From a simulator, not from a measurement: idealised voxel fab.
process module | voxel self aligned contacts
cross-section cut | 245 nm wide | cells 5 nm
A cross-section is a grid of square cells, given in bands from the top down. A band is one or more rows of cells.
Each band's line starts with the height of the band's top and of its bottom, in nm. Then come its materials from left to right, each with its width in nm. One material with "throughout" fills the band from edge to edge. "air" is empty space.
Height 0 is the level under which the wafer as received is all one material. The lowest band goes on downwards, as in "0 down".
A width such as "30 to 40" changes by the same amount from each row of cells to the next, from the band's top row to its bottom row.
"no change" after a step means that no cell of the cross-section changed.
closed voids: empty space of 8 cells or more with no open way to the top, each as width x height at its distance from the left edge, in nm
after a step's settings: what the simulator itself notes on the step
overlay nm, on a step with a mask: how far to the right of its planned place the mask lay; to the left if negative
plan
1 op RECEIVE | material Si
2 op CONFORMAL_DEP | material SiO2 | thk nm 5
3 op DIRECTIONAL_DEP | material polySi | thk nm 20
4 op DIRECTIONAL_DEP | material SiN | thk nm 20
5 op PATTERN | tone cover | mask id GATE | material resist | width nm 35 | pitch nm 70 | thk nm 20 | overlay nm 0
6 op DIRECTIONAL_ETCH | etch materials SiN | depth nm 20
7 op DIRECTIONAL_ETCH | etch materials polySi | depth nm 20
8 op STRIP | etch materials resist
9 op CONFORMAL_DEP | material SiN | thk nm 5
10 op DIRECTIONAL_ETCH | etch materials SiN | depth nm 5
11 op FILL_DEP | material SiO2 | thk nm 10
12 op CMP | height nm 50
13 op DIRECTIONAL_DEP | material aC | thk nm 15
14 op PATTERN | tone open | mask id CONTACT | material resist | width nm 45 | pitch nm 70 | thk nm 35 | overlay nm 0
15 op DIRECTIONAL_ETCH | etch materials aC | depth nm 15
16 op STRIP | etch materials resist
17 op DIRECTIONAL_ETCH | etch materials SiO2 | depth nm 50
18 op STRIP | etch materials aC
19 op CONFORMAL_DEP | material TiN | thk nm 5
20 op FILL_DEP | material W | thk nm 5
21 op CMP | height nm 50
22 op CONFORMAL_DEP | material SiCN | thk nm 5
first wafer, as planned
as received, after step 1
  0 down: Si throughout
  closed voids: none
after step 2
  5 to 0: SiO2 throughout
  below 0: unchanged
after step 3
  25 to 5: polySi throughout
  below 5: unchanged
after step 4
  45 to 25: SiN throughout
  below 25: unchanged
after step 5
  65 to 45: air 35 | resist 35 | air 35 | resist 35 | air 35 | resist 35 | air 35
  below 45: unchanged
after step 6
  65 to 45: air 35 | resist 35 | air 35 | resist 35 | air 35 | resist 35 | air 35
  45 to 25: air 35 | SiN 35 | air 35 | SiN 35 | air 35 | SiN 35 | air 35
  below 25: unchanged
after step 7
  65 to 45: air 35 | resist 35 | air 35 | resist 35 | air 35 | resist 35 | air 35
  45 to 25: air 35 | SiN 35 | air 35 | SiN 35 | air 35 | SiN 35 | air 35
  25 to 5: air 35 | polySi 35 | air 35 | polySi 35 | air 35 | polySi 35 | air 35
  below 5: unchanged
after step 8
  45 to 25: air 35 | SiN 35 | air 35 | SiN 35 | air 35 | SiN 35 | air 35
  below 25: unchanged
after step 9
  50 to 25: air 30 | SiN 45 | air 25 | SiN 45 | air 25 | SiN 45 | air 30
  25 to 10: air 30 | SiN 5 | polySi 35 | SiN 5 | air 25 | SiN 5 | polySi 35 | SiN 5 | air 25 | SiN 5 | polySi 35 | SiN 5 | air 30
  10 to 5: SiN 35 | polySi 35 | SiN 35 | polySi 35 | SiN 35 | polySi 35 | SiN 35
  below 5: unchanged
after step 10
  45 to 25: air 30 | SiN 45 | air 25 | SiN 45 | air 25 | SiN 45 | air 30
  25 to 5: air 30 | SiN 5 | polySi 35 | SiN 5 | air 25 | SiN 5 | polySi 35 | SiN 5 | air 25 | SiN 5 | polySi 35 | SiN 5 | air 30
  below 5: unchanged
after step 11
  55 to 45: SiO2 throughout
  45 to 25: SiO2 30 | SiN 45 | SiO2 25 | SiN 45 | SiO2 25 | SiN 45 | SiO2 30
  25 to 5: SiO2 30 | SiN 5 | polySi 35 | SiN 5 | SiO2 25 | SiN 5 | polySi 35 | SiN 5 | SiO2 25 | SiN 5 | polySi 35 | SiN 5 | SiO2 30
  below 5: unchanged
after step 12
  50 to 45: SiO2 throughout
  below 45: unchanged
after step 13
  65 to 50: aC throughout
  below 50: unchanged
after step 14
  100 to 65: resist 65 | air 45 | resist 25 | air 45 | resist 65
  below 65: unchanged
after step 15
  85 to 65: resist 65 | air 45 | resist 25 | air 45 | resist 65
  65 to 50: aC 65 | air 45 | aC 25 | air 45 | aC 65
  below 50: unchanged
after step 16
  65 to 50: aC 65 | air 45 | aC 25 | air 45 | aC 65
  below 50: unchanged
after step 17
  65 to 50: aC 65 | air 45 | aC 25 | air 45 | aC 65
  50 to 45: SiO2 65 | air 45 | SiO2 25 | air 45 | SiO2 65
  45 to 25: SiO2 30 | SiN 45 | air 25 | SiN 45 | air 25 | SiN 45 | SiO2 30
  25 to 5: SiO2 30 | SiN 5 | polySi 35 | SiN 5 | air 25 | SiN 5 | polySi 35 | SiN 5 | air 25 | SiN 5 | polySi 35 | SiN 5 | SiO2 30
  5 to 0: SiO2 75 | air 25 | SiO2 45 | air 25 | SiO2 75
  below 0: unchanged
after step 18
  50 to 45: SiO2 65 | air 45 | SiO2 25 | air 45 | SiO2 65
  below 45: unchanged
after step 19
  55 to 50: TiN 70 | air 35 | TiN 35 | air 35 | TiN 70
  50 to 45: SiO2 65 | TiN 15 | air 15 | TiN 15 | SiO2 25 | TiN 15 | air 15 | TiN 15 | SiO2 65
  45 to 25: SiO2 30 | SiN 45 | TiN 5 | air 15 | TiN 5 | SiN 45 | TiN 5 | air 15 | TiN 5 | SiN 45 | SiO2 30
  25 to 5: SiO2 30 | SiN 5 | polySi 35 | SiN 5 | TiN 5 | air 15 | TiN 5 | SiN 5 | polySi 35 | SiN 5 | TiN 5 | air 15 | TiN 5 | SiN 5 | polySi 35 | SiN 5 | SiO2 30
  5 to 0: SiO2 75 | TiN 25 | SiO2 45 | TiN 25 | SiO2 75
  below 0: unchanged
after step 20
  60 to 55: W throughout
  55 to 50: TiN 70 | W 35 | TiN 35 | W 35 | TiN 70
  50 to 45: SiO2 65 | TiN 15 | W 15 | TiN 15 | SiO2 25 | TiN 15 | W 15 | TiN 15 | SiO2 65
  45 to 25: SiO2 30 | SiN 45 | TiN 5 | W 15 | TiN 5 | SiN 45 | TiN 5 | W 15 | TiN 5 | SiN 45 | SiO2 30
  25 to 5: SiO2 30 | SiN 5 | polySi 35 | SiN 5 | TiN 5 | W 15 | TiN 5 | SiN 5 | polySi 35 | SiN 5 | TiN 5 | W 15 | TiN 5 | SiN 5 | polySi 35 | SiN 5 | SiO2 30
  below 5: unchanged
after step 21
  50 to 45: SiO2 65 | TiN 15 | W 15 | TiN 15 | SiO2 25 | TiN 15 | W 15 | TiN 15 | SiO2 65
  below 45: unchanged
after step 22
  55 to 50: SiCN throughout
  below 50: unchanged
second wafer: like start, like plan, one mistake. Through step 4 it matches the first wafer
when step 5 should have ended
  65 to 45: air 45 | resist 35 | air 35 | resist 35 | air 35 | resist 35 | air 25
  below 45: unchanged
when step 6 should have ended
  65 to 45: air 45 | resist 35 | air 35 | resist 35 | air 35 | resist 35 | air 25
  45 to 25: air 45 | SiN 35 | air 35 | SiN 35 | air 35 | SiN 35 | air 25
  below 25: unchanged
when step 7 should have ended
  65 to 45: air 45 | resist 35 | air 35 | resist 35 | air 35 | resist 35 | air 25
  45 to 25: air 45 | SiN 35 | air 35 | SiN 35 | air 35 | SiN 35 | air 25
  25 to 5: air 45 | polySi 35 | air 35 | polySi 35 | air 35 | polySi 35 | air 25
  below 5: unchanged
when step 8 should have ended
  45 to 25: air 45 | SiN 35 | air 35 | SiN 35 | air 35 | SiN 35 | air 25
  below 25: unchanged
when step 9 should have ended
  50 to 25: air 40 | SiN 45 | air 25 | SiN 45 | air 25 | SiN 45 | air 20
  25 to 10: air 40 | SiN 5 | polySi 35 | SiN 5 | air 25 | SiN 5 | polySi 35 | SiN 5 | air 25 | SiN 5 | polySi 35 | SiN 5 | air 20
  10 to 5: SiN 45 | polySi 35 | SiN 35 | polySi 35 | SiN 35 | polySi 35 | SiN 25
  below 5: unchanged
when step 10 should have ended
  45 to 25: air 40 | SiN 45 | air 25 | SiN 45 | air 25 | SiN 45 | air 20
  25 to 5: air 40 | SiN 5 | polySi 35 | SiN 5 | air 25 | SiN 5 | polySi 35 | SiN 5 | air 25 | SiN 5 | polySi 35 | SiN 5 | air 20
  below 5: unchanged
when step 11 should have ended
  55 to 45: SiO2 throughout
  45 to 25: SiO2 40 | SiN 45 | SiO2 25 | SiN 45 | SiO2 25 | SiN 45 | SiO2 20
  25 to 5: SiO2 40 | SiN 5 | polySi 35 | SiN 5 | SiO2 25 | SiN 5 | polySi 35 | SiN 5 | SiO2 25 | SiN 5 | polySi 35 | SiN 5 | SiO2 20
  below 5: unchanged
when step 12 should have ended
  50 to 45: SiO2 throughout
  below 45: unchanged
when step 13 should have ended
  65 to 50: aC throughout
  below 50: unchanged
when step 14 should have ended
  100 to 65: resist 65 | air 45 | resist 25 | air 45 | resist 65
  below 65: unchanged
when step 15 should have ended
  85 to 65: resist 65 | air 45 | resist 25 | air 45 | resist 65
  65 to 50: aC 65 | air 45 | aC 25 | air 45 | aC 65
  below 50: unchanged
when step 16 should have ended
  65 to 50: aC 65 | air 45 | aC 25 | air 45 | aC 65
  below 50: unchanged
when step 17 should have ended
  65 to 50: aC 65 | air 45 | aC 25 | air 45 | aC 65
  50 to 45: SiO2 65 | air 45 | SiO2 25 | air 45 | SiO2 65
  45 to 25: SiO2 40 | SiN 45 | air 25 | SiN 45 | air 25 | SiN 45 | SiO2 20
  25 to 5: SiO2 40 | SiN 5 | polySi 35 | SiN 5 | air 25 | SiN 5 | polySi 35 | SiN 5 | air 25 | SiN 5 | polySi 35 | SiN 5 | SiO2 20
  5 to 0: SiO2 85 | air 25 | SiO2 45 | air 25 | SiO2 65
  below 0: unchanged
when step 18 should have ended
  50 to 45: SiO2 65 | air 45 | SiO2 25 | air 45 | SiO2 65
  below 45: unchanged
when step 19 should have ended
  55 to 50: TiN 70 | air 35 | TiN 35 | air 35 | TiN 70
  50 to 45: SiO2 65 | TiN 25 | air 15 | TiN 5 | SiO2 25 | TiN 25 | air 15 | TiN 5 | SiO2 65
  45 to 25: SiO2 40 | SiN 45 | TiN 5 | air 15 | TiN 5 | SiN 45 | TiN 5 | air 15 | TiN 5 | SiN 45 | SiO2 20
  25 to 5: SiO2 40 | SiN 5 | polySi 35 | SiN 5 | TiN 5 | air 15 | TiN 5 | SiN 5 | polySi 35 | SiN 5 | TiN 5 | air 15 | TiN 5 | SiN 5 | polySi 35 | SiN 5 | SiO2 20
  5 to 0: SiO2 85 | TiN 25 | SiO2 45 | TiN 25 | SiO2 65
  below 0: unchanged
when step 20 should have ended
  60 to 55: W throughout
  55 to 50: TiN 70 | W 35 | TiN 35 | W 35 | TiN 70
  50 to 45: SiO2 65 | TiN 25 | W 15 | TiN 5 | SiO2 25 | TiN 25 | W 15 | TiN 5 | SiO2 65
  45 to 25: SiO2 40 | SiN 45 | TiN 5 | W 15 | TiN 5 | SiN 45 | TiN 5 | W 15 | TiN 5 | SiN 45 | SiO2 20
  25 to 5: SiO2 40 | SiN 5 | polySi 35 | SiN 5 | TiN 5 | W 15 | TiN 5 | SiN 5 | polySi 35 | SiN 5 | TiN 5 | W 15 | TiN 5 | SiN 5 | polySi 35 | SiN 5 | SiO2 20
  below 5: unchanged
when step 21 should have ended
  50 to 45: SiO2 65 | TiN 25 | W 15 | TiN 5 | SiO2 25 | TiN 25 | W 15 | TiN 5 | SiO2 65
  below 45: unchanged
when step 22 should have ended
  55 to 50: SiCN throughout
  below 50: unchanged
what went wrong: step 5 ran as: op PATTERN | tone cover | mask id GATE | material resist | width nm 35 | pitch nm 70 | thk nm 20 | overlay nm 10
at the end the second wafer has, in cells: as many of each material as the first, in other places
